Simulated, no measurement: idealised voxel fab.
A process module follows: voxel gate over fins.
This is section cut - it's 160 nm across, gridded in 5 nm square cells.
Just so we're on the same page, the cross-sections are grids of square cells, and they're listed out in bands top to bottom, each band one or more rows deep. In this notation a band is specified by the heights of its top and bottom, in that order and in nm, after which its materials appear from left to right, each paired with its width in nm. The word "full width" attached to a single material means that material fills the band from edge to edge; the word "air" stands for empty space. Note: height 0 marks the level under which the wafer is uniformly one material as received. Lowest band unbounded below, written "top 0, no bottom". The two numbers in a width such as "30..40" mark its ends across the band: the first belongs to the top row of cells, the second to the bottom row, and from each row to the next the width moves by the same amount. "all unchanged" -> step changed no cross-section cell. Entry "Tabulated closed voids". Content: empty spaces with no open connection to the top, size 8 cells or greater. Each: width x height at distance. Distance: from left edge. Unit: nm. If you see something after the settings on a step's line, that's the simulator's own remark about that step. "overlay nm" on a masked step: distance the mask lay right of its planned place, negative for left.

[The planned process steps are enumerated hereunder]
step 1: RECEIVE,material Si
step 2: CONFORMAL_DEP,material SiN,thk nm 5
step 3: DIRECTIONAL_DEP,material aC,thk nm 15
step 4: PATTERN,tone cover,mask id FINS,material resist,width nm 15,pitch nm 60,thk nm 30,overlay nm 0
step 5: DIRECTIONAL_ETCH,etch materials aC,depth nm 15
step 6: STRIP,etch materials resist
step 7: DIRECTIONAL_ETCH,etch materials SiN,depth nm 5
step 8: DIRECTIONAL_ETCH,etch materials Si,depth nm 40
step 9: STRIP,etch materials aC
step 10: OXIDIZE,depth nm 5
step 11: FILL_DEP,material SiO2,thk nm 10
step 12: CMP,height nm 5
step 13: DIRECTIONAL_DEP,material aC,thk nm 15
step 14: PATTERN,tone open,mask id RAIL,material resist,width nm 15,thk nm 35,overlay nm 0
step 15: DIRECTIONAL_ETCH,etch materials aC,depth nm 15
step 16: STRIP,etch materials resist
step 17: DIRECTIONAL_ETCH,etch materials SiO2,depth nm 40
step 18: STRIP,etch materials aC
step 19: CONFORMAL_DEP,material TiN,thk nm 5
step 20: FILL_DEP,material W,thk nm 5
step 21: CMP,height nm 5
step 22: SELECTIVE_ETCH,etch materials W Ru TiN,depth nm 20
step 23: FILL_DEP,material SiO2,thk nm 5
step 24: CMP,height nm 5
step 25: SELECTIVE_ETCH,etch materials SiO2,depth nm 15
step 26: STRIP,etch materials SiN
step 27: CONFORMAL_DEP,material HfO2,thk nm 5
step 28: CONFORMAL_DEP,material TiN,thk nm 5
step 29: CONFORMAL_DEP,material TiAl,thk nm 5
step 30: CONFORMAL_DEP,material TiN,thk nm 5
step 31: FILL_DEP,material W,thk nm 15
step 32: CMP,height nm 30
step 33: CONFORMAL_DEP,material SiCN,thk nm 10

[First of two wafers - as planned]

[Cross-section of the wafer at receipt, which is the condition after step 1]
> top 0, no bottom: Si full width
> Tabulated closed voids: none

[after step 2]
> top 5, bottom 0: SiN full width
> Anything lower than 0 is untouched.

[after step 3]
> top 20, bottom 5: aC full width
> Anything lower than 5 is untouched.

[after step 4]
> top 50, bottom 20: 40 nm air; 15 nm resist; 45 nm air; 15 nm resist; 45 nm air
> Anything lower than 20 is untouched.

[after step 5]
> top 35, bottom 20: 40 nm air; 15 nm resist; 45 nm air; 15 nm resist; 45 nm air
> top 20, bottom 5: 40 nm air; 15 nm aC; 45 nm air; 15 nm aC; 45 nm air
> Anything lower than 5 is untouched.

[after step 6]
> top 20, bottom 5: 40 nm air; 15 nm aC; 45 nm air; 15 nm aC; 45 nm air
> Anything lower than 5 is untouched.

[after step 7]
> top 20, bottom 5: 40 nm air; 15 nm aC; 45 nm air; 15 nm aC; 45 nm air
> top 5, bottom 0: 40 nm air; 15 nm SiN; 45 nm air; 15 nm SiN; 45 nm air
> Anything lower than 0 is untouched.

[after step 8]
> top 20, bottom 5: 40 nm air; 15 nm aC; 45 nm air; 15 nm aC; 45 nm air
> top 5, bottom 0: 40 nm air; 15 nm SiN; 45 nm air; 15 nm SiN; 45 nm air
> top 0, bottom -40: 40 nm air; 15 nm Si; 45 nm air; 15 nm Si; 45 nm air
> Anything lower than -40 is untouched.

[after step 9]
> top 5, bottom 0: 40 nm air; 15 nm SiN; 45 nm air; 15 nm SiN; 45 nm air
> Anything lower than 0 is untouched.

[after step 10]
> top 5, bottom 0: 40 nm air; 15 nm SiN; 45 nm air; 15 nm SiN; 45 nm air
> top 0, bottom -40: 40 nm air; 5 nm SiO2; 5 nm Si; 5 nm SiO2; 45 nm air; 5 nm SiO2; 5 nm Si; 5 nm SiO2; 45 nm air
> top -40, bottom -45: 45 nm SiO2; 5 nm Si; 55 nm SiO2; 5 nm Si; 50 nm SiO2
> Anything lower than -45 is untouched.

[after step 11]
> top 15, bottom 5: SiO2 full width
> top 5, bottom 0: 40 nm SiO2; 15 nm SiN; 45 nm SiO2; 15 nm SiN; 45 nm SiO2
> top 0, bottom -45: 45 nm SiO2; 5 nm Si; 55 nm SiO2; 5 nm Si; 50 nm SiO2
> Anything lower than -45 is untouched.

[after step 12]
> top 5, bottom 0: 40 nm SiO2; 15 nm SiN; 45 nm SiO2; 15 nm SiN; 45 nm SiO2
> Anything lower than 0 is untouched.

[after step 13]
> top 20, bottom 5: aC full width
> Anything lower than 5 is untouched.

[after step 14]
> top 55, bottom 20: 70 nm resist; 15 nm air; 75 nm resist
> Anything lower than 20 is untouched.

[after step 15]
> top 40, bottom 20: 70 nm resist; 15 nm air; 75 nm resist
> top 20, bottom 5: 70 nm aC; 15 nm air; 75 nm aC
> Anything lower than 5 is untouched.

[after step 16]
> top 20, bottom 5: 70 nm aC; 15 nm air; 75 nm aC
> Anything lower than 5 is untouched.

[after step 17]
> top 20, bottom 5: 70 nm aC; 15 nm air; 75 nm aC
> top 5, bottom 0: 40 nm SiO2; 15 nm SiN; 15 nm SiO2; 15 nm air; 15 nm SiO2; 15 nm SiN; 45 nm SiO2
> top 0, bottom -35: 45 nm SiO2; 5 nm Si; 20 nm SiO2; 15 nm air; 20 nm SiO2; 5 nm Si; 50 nm SiO2
> Anything lower than -35 is untouched.

[after step 18]
> top 5, bottom 0: 40 nm SiO2; 15 nm SiN; 15 nm SiO2; 15 nm air; 15 nm SiO2; 15 nm SiN; 45 nm SiO2
> Anything lower than 0 is untouched.

[after step 19]
> top 10, bottom 5: 75 nm TiN; 5 nm air; 80 nm TiN
> top 5, bottom 0: 40 nm SiO2; 15 nm SiN; 15 nm SiO2; 5 nm TiN; 5 nm air; 5 nm TiN; 15 nm SiO2; 15 nm SiN; 45 nm SiO2
> top 0, bottom -30: 45 nm SiO2; 5 nm Si; 20 nm SiO2; 5 nm TiN; 5 nm air; 5 nm TiN; 20 nm SiO2; 5 nm Si; 50 nm SiO2
> top -30, bottom -35: 45 nm SiO2; 5 nm Si; 20 nm SiO2; 15 nm TiN; 20 nm SiO2; 5 nm Si; 50 nm SiO2
> Anything lower than -35 is untouched.

[after step 20]
> top 15, bottom 10: W full width
> top 10, bottom 5: 75 nm TiN; 5 nm W; 80 nm TiN
> top 5, bottom 0: 40 nm SiO2; 15 nm SiN; 15 nm SiO2; 5 nm TiN; 5 nm W; 5 nm TiN; 15 nm SiO2; 15 nm SiN; 45 nm SiO2
> top 0, bottom -30: 45 nm SiO2; 5 nm Si; 20 nm SiO2; 5 nm TiN; 5 nm W; 5 nm TiN; 20 nm SiO2; 5 nm Si; 50 nm SiO2
> Anything lower than -30 is untouched.

[after step 21]
> top 5, bottom 0: 40 nm SiO2; 15 nm SiN; 15 nm SiO2; 5 nm TiN; 5 nm W; 5 nm TiN; 15 nm SiO2; 15 nm SiN; 45 nm SiO2
> Anything lower than 0 is untouched.

[after step 22]
> top 5, bottom 0: 40 nm SiO2; 15 nm SiN; 15 nm SiO2; 15 nm air; 15 nm SiO2; 15 nm SiN; 45 nm SiO2
> top 0, bottom -15: 45 nm SiO2; 5 nm Si; 20 nm SiO2; 15 nm air; 20 nm SiO2; 5 nm Si; 50 nm SiO2
> Anything lower than -15 is untouched.

[after step 23]
> top 10, bottom 5: SiO2 full width
> top 5, bottom 0: 40 nm SiO2; 15 nm SiN; 45 nm SiO2; 15 nm SiN; 45 nm SiO2
> top 0, bottom -15: 45 nm SiO2; 5 nm Si; 55 nm SiO2; 5 nm Si; 50 nm SiO2
> Anything lower than -15 is untouched.

[after step 24]
> top 5, bottom 0: 40 nm SiO2; 15 nm SiN; 45 nm SiO2; 15 nm SiN; 45 nm SiO2
> Anything lower than 0 is untouched.

[after step 25]
> top 5, bottom 0: 40 nm air; 15 nm SiN; 45 nm air; 15 nm SiN; 45 nm air
> top 0, bottom -10: 45 nm air; 5 nm Si; 55 nm air; 5 nm Si; 50 nm air
> Anything lower than -10 is untouched.

[after step 26]
> top 0, bottom -10: 45 nm air; 5 nm Si; 55 nm air; 5 nm Si; 50 nm air
> Anything lower than -10 is untouched.

[after step 27]
> top 5, bottom 0: 40 nm air; 15 nm HfO2; 45 nm air; 15 nm HfO2; 45 nm air
> top 0, bottom -5: 40 nm air; 5 nm HfO2; 5 nm Si; 5 nm HfO2; 45 nm air; 5 nm HfO2; 5 nm Si; 5 nm HfO2; 45 nm air
> top -5, bottom -10: 45 nm HfO2; 5 nm Si; 55 nm HfO2; 5 nm Si; 50 nm HfO2
> Anything lower than -10 is untouched.

[after step 28]
> top 10, bottom 5: 35 nm air; 25 nm TiN; 35 nm air; 25 nm TiN; 40 nm air
> top 5, bottom 0: 35 nm air; 5 nm TiN; 15 nm HfO2; 5 nm TiN; 35 nm air; 5 nm TiN; 15 nm HfO2; 5 nm TiN; 40 nm air
> top 0, bottom -5: 40 nm TiN; 5 nm HfO2; 5 nm Si; 5 nm HfO2; 45 nm TiN; 5 nm HfO2; 5 nm Si; 5 nm HfO2; 45 nm TiN
> Anything lower than -5 is untouched.

[after step 29]
> top 15, bottom 10: 30 nm air; 35 nm TiAl; 25 nm air; 35 nm TiAl; 35 nm air
> top 10, bottom 5: 30 nm air; 5 nm TiAl; 25 nm TiN; 5 nm TiAl; 25 nm air; 5 nm TiAl; 25 nm TiN; 5 nm TiAl; 35 nm air
> top 5, bottom 0: 35 nm TiAl; 5 nm TiN; 15 nm HfO2; 5 nm TiN; 35 nm TiAl; 5 nm TiN; 15 nm HfO2; 5 nm TiN; 40 nm TiAl
> Anything lower than 0 is untouched.

[after step 30]
> top 20, bottom 15: 25 nm air; 45 nm TiN; 15 nm air; 45 nm TiN; 30 nm air
> top 15, bottom 10: 25 nm air; 5 nm TiN; 35 nm TiAl; 5 nm TiN; 15 nm air; 5 nm TiN; 35 nm TiAl; 5 nm TiN; 30 nm air
> top 10, bottom 5: 30 nm TiN; 5 nm TiAl; 25 nm TiN; 5 nm TiAl; 25 nm TiN; 5 nm TiAl; 25 nm TiN; 5 nm TiAl; 35 nm TiN
> Anything lower than 5 is untouched.

[after step 31]
> top 35, bottom 20: W full width
> top 20, bottom 15: 25 nm W; 45 nm TiN; 15 nm W; 45 nm TiN; 30 nm W
> top 15, bottom 10: 25 nm W; 5 nm TiN; 35 nm TiAl; 5 nm TiN; 15 nm W; 5 nm TiN; 35 nm TiAl; 5 nm TiN; 30 nm W
> Anything lower than 10 is untouched.

[after step 32]
> top 30, bottom 20: W full width
> Anything lower than 20 is untouched.

[after step 33]
> top 40, bottom 30: SiCN full width
> Anything lower than 30 is untouched.

[Here the second wafer is described. Its start and its plan were those of the first wafer. Its run contained one mistake. Up to and including step 27, it did exactly what the first wafer did]

[Cross-section: second wafer, time at which step 28 was scheduled to end]
> top 20, bottom 10: 25 nm air; 45 nm TiN; 15 nm air; 45 nm TiN; 30 nm air
> top 10, bottom 5: TiN full width
> top 5, bottom 0: 40 nm TiN; 15 nm HfO2; 45 nm TiN; 15 nm HfO2; 45 nm TiN
> top 0, bottom -5: 40 nm TiN; 5 nm HfO2; 5 nm Si; 5 nm HfO2; 45 nm TiN; 5 nm HfO2; 5 nm Si; 5 nm HfO2; 45 nm TiN
> Anything lower than -5 is untouched.

[Cross-section: second wafer, time at which step 29 was scheduled to end]
> top 25, bottom 20: 20 nm air; 55 nm TiAl; 5 nm air; 55 nm TiAl; 25 nm air
> top 20, bottom 15: 20 nm air; 5 nm TiAl; 45 nm TiN; 5 nm TiAl; 5 nm air; 5 nm TiAl; 45 nm TiN; 5 nm TiAl; 25 nm air
> top 15, bottom 10: 25 nm TiAl; 45 nm TiN; 15 nm TiAl; 45 nm TiN; 30 nm TiAl
> Anything lower than 10 is untouched.

[Cross-section: second wafer, time at which step 30 was scheduled to end]
> top 30, bottom 25: 15 nm air; 125 nm TiN; 20 nm air
> top 25, bottom 20: 15 nm air; 5 nm TiN; 55 nm TiAl; 5 nm TiN; 55 nm TiAl; 5 nm TiN; 20 nm air
> top 20, bottom 15: 20 nm TiN; 5 nm TiAl; 45 nm TiN; 5 nm TiAl; 5 nm TiN; 5 nm TiAl; 45 nm TiN; 5 nm TiAl; 25 nm TiN
> Anything lower than 15 is untouched.

[Cross-section: second wafer, time at which step 31 was scheduled to end]
> top 45, bottom 30: W full width
> top 30, bottom 25: 15 nm W; 125 nm TiN; 20 nm W
> top 25, bottom 20: 15 nm W; 5 nm TiN; 55 nm TiAl; 5 nm TiN; 55 nm TiAl; 5 nm TiN; 20 nm W
> Anything lower than 20 is untouched.

[Cross-section: second wafer, time at which step 32 was scheduled to end]
> top 30, bottom 25: 15 nm W; 125 nm TiN; 20 nm W
> Anything lower than 25 is untouched.

[Cross-section: second wafer, time at which step 33 was scheduled to end]
> top 40, bottom 30: SiCN full width
> Anything lower than 30 is untouched.
Deviation from plan: step 28 was not run as planned; what actually ran was CONFORMAL_DEP,material TiN,thk nm 15
At the finish, the second wafer shows more or fewer cells for some materials than the first does: TiN +78; W -78
